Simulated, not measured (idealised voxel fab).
Process module under the name voxel plated lines
Pictured: cross-section cut, 165 nm wide, on a grid of 5 nm square cells.
For the purposes of this document, a cross-section shall be understood as a grid of square cells, specified as bands listed in top-to-bottom order, each band consisting of one or more rows of cells.
Quick guide to a band line: top height, bottom height (nm) up front; then every material left to right with its width in nm. Only one material and it's marked "full width"? Then it fills the band edge to edge. And "empty" just means empty space.
For the purposes of this specification, 0 denotes the height below which the wafer in its as-received condition is composed wholly of one material, and the lowermost band, lacking a lower limit, extends downward without end, as expressed in "z 0 and below".
Quick explanation for "30->40": the width changes in equal steps down the rows of cells, from the first number in the band's top row to the second number in its bottom row.
Where a step carries "no alterations made", the cross-section came out of it unchanged, cell for cell.
Entry "Closed void roster" = empty spaces >= 8 cells with no open way to the top; each as width x height at distance, distance from left edge, all nm.
Past the settings on a step's line: simulator remark, on that step.
Among the settings permitted on a step's line is "overlay nm"; applied to a step with a mask, it specifies the extent to which the mask lay to the right of its planned position, whereas a negative figure signifies a position to the left.

### The following list gives the planned process steps
1. RECEIVE [material Si]
2. CONFORMAL_DEP [material Al2O3] [thk nm 10]
3. DIRECTIONAL_DEP [material TiN] [thk nm 5]
4. PATTERN [tone open] [mask id LINES] [material resist] [width nm 15] [pitch nm 40] [thk nm 35] [overlay nm 0]
5. EPI [material Ru] [thk nm 5]
6. EPI [material Ru] [thk nm 10]
7. EPI [material Ru] [thk nm 10]
8. STRIP [etch materials resist]
9. DIRECTIONAL_ETCH [etch materials TiN] [depth nm 5]
10. CONFORMAL_DEP [material SiO2] [thk nm 10]

### Delivered wafer in cross-section: state after step 1
    z 0 and below  Si full width
    Closed void roster: none

### First of two wafers at the end of the module, shown in cross-section; run carried out as planned
    z 50 to 40  empty 25 nm; SiO2 35 nm; empty 5 nm; SiO2 35 nm; empty 5 nm; SiO2 35 nm; empty 25 nm
    z 40 to 20  empty 25 nm; SiO2 10 nm; Ru 15 nm; SiO2 10 nm; empty 5 nm; SiO2 10 nm; Ru 15 nm; SiO2 10 nm; empty 5 nm; SiO2 10 nm; Ru 15 nm; SiO2 10 nm; empty 25 nm
    z 20 to 15  SiO2 35 nm; Ru 15 nm; SiO2 25 nm; Ru 15 nm; SiO2 25 nm; Ru 15 nm; SiO2 35 nm
    z 15 to 10  SiO2 35 nm; TiN 15 nm; SiO2 25 nm; TiN 15 nm; SiO2 25 nm; TiN 15 nm; SiO2 35 nm
    z 10 to 0  Al2O3 full width
    z 0 and below  Si full width
    Closed void roster: none

### What the second wafer looks like in cross-section once the module is done. Its start and its plan matched the first wafer's exactly; what differed was one mistake in how it was run
    z 50 to 40  empty 25 nm; SiO2 120 nm; empty 20 nm
    z 40 to 20  empty 25 nm; SiO2 10 nm; Ru 20 nm; SiO2 20 nm; Ru 20 nm; SiO2 20 nm; Ru 20 nm; SiO2 10 nm; empty 20 nm
    z 20 to 15  SiO2 35 nm; Ru 20 nm; SiO2 20 nm; Ru 20 nm; SiO2 20 nm; Ru 20 nm; SiO2 30 nm
    z 15 to 10  SiO2 35 nm; TiN 20 nm; SiO2 20 nm; TiN 20 nm; SiO2 20 nm; TiN 20 nm; SiO2 30 nm
    z 10 to 0  Al2O3 full width
    z 0 and below  Si full width
    Closed void roster: none
Processing error: in deviation from the planned setting, step 4 was conducted as PATTERN [tone open] [mask id LINES] [material resist] [width nm 20] [pitch nm 40] [thk nm 35] [overlay nm 0]
FYI, end of process, the second wafer has more or fewer cells of some materials than the first: 15 more of Ru | 3 more of TiN
